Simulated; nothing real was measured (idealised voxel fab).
The document below concerns the process module designated voxel self aligned vias.
Pictured: cross-section cut, 240 nm wide, on a grid of 5 nm square cells.
Cross-section format: a grid of square cells, given as bands from top to bottom; each band is one or more rows of cells. The entry gives the band's vertical extent as a top height and a bottom height in nm, then its horizontal make-up as materials from left to right, each with a width in nm. "blank" stands for empty space; a single material marked "throughout" fills the band edge to edge. Heads up on the height convention: 0 is the point under which the incoming wafer is all one material, and the lowest band has no bottom, it just keeps going down, like "0 nm and below". Quick explanation for "30 to 40": the width changes in equal steps down the rows of cells, from the first number in the band's top row to the second number in its bottom row. What does "remained the same" mean for a step? It means no cell of the cross-section changed in that step. In "Voids lacking openings" the enclosed voids are listed, meaning empty spaces of 8 cells or larger without any opening to the top. The form is width x height at distance, distance from the left edge, units nm. What comes after the settings on a step's line is commentary from the simulator itself on that step. overlay nm: on a step with a mask, how far right of its planned place the mask lay; negative means left.
THE STEPS PLANNED FOR THE PROCESS ARE AS FOLLOWS
1) RECEIVE | material Si
2) CONFORMAL_DEP | material SiO2 | thk nm 15
3) CONFORMAL_DEP | material SiCN | thk nm 5
4) DIRECTIONAL_DEP | material SiO2 | thk nm 25
5) MASKED_ETCH | tone open | mask id LINES | width nm 30 | pitch nm 55 | etch materials SiO2 | depth nm 25 | overlay nm 0
6) CONFORMAL_DEP | material TiN | thk nm 5
7) FILL_DEP | material W | thk nm 10
8) CMP | height nm 45
9) SELECTIVE_ETCH | etch materials W Ru TiN | depth nm 5
10) FILL_DEP | material SiN | thk nm 10
11) CMP | height nm 45
12) DIRECTIONAL_DEP | material SiO2 | thk nm 20
13) MASKED_ETCH | tone open | mask id VIAS | width nm 40 | pitch nm 55 | etch materials SiO2 | depth nm 20 | overlay nm 0
14) MASKED_ETCH | tone open | mask id VIAS | width nm 40 | pitch nm 55 | etch materials SiN | depth nm 5 | overlay nm 0
15) CONFORMAL_DEP | material TiN | thk nm 5
16) FILL_DEP | material W | thk nm 10
17) CMP | height nm 65
18) CONFORMAL_DEP | material SiCN | thk nm 5
AS-RECEIVED STATE OF THE WAFER IN CROSS-SECTION, EQUIVALENT TO POST-STEP 1
    0 nm and below | Si throughout
    Voids lacking openings: none
A WAFER AT THE END: THIS START, THIS PLAN, ONE MISTAKE
    70 nm to 65 nm | SiCN throughout
    65 nm to 50 nm | SiO2 70, then TiN 5, then W 30, then TiN 5, then SiO2 15, then TiN 5, then W 30, then TiN 5, then SiO2 75
    50 nm to 45 nm | SiO2 70, then TiN 15, then W 15, then TiN 10, then SiO2 15, then TiN 15, then W 15, then TiN 10, then SiO2 75
    45 nm to 40 nm | SiO2 80, then TiN 25, then SiO2 30, then TiN 25, then SiO2 80
    40 nm to 25 nm | SiO2 80, then TiN 5, then W 15, then TiN 5, then SiO2 30, then TiN 5, then W 15, then TiN 5, then SiO2 80
    25 nm to 20 nm | SiO2 80, then TiN 25, then SiO2 30, then TiN 25, then SiO2 80
    20 nm to 15 nm | SiCN throughout
    15 nm to 0 nm | SiO2 throughout
    0 nm and below | Si throughout
    Voids lacking openings: none
What was done differently from what was planned? step 5 was processed under conditions differing from the plan, specifically as MASKED_ETCH | tone open | mask id LINES | width nm 25 | pitch nm 55 | etch materials SiO2 | depth nm 25 | overlay nm 0
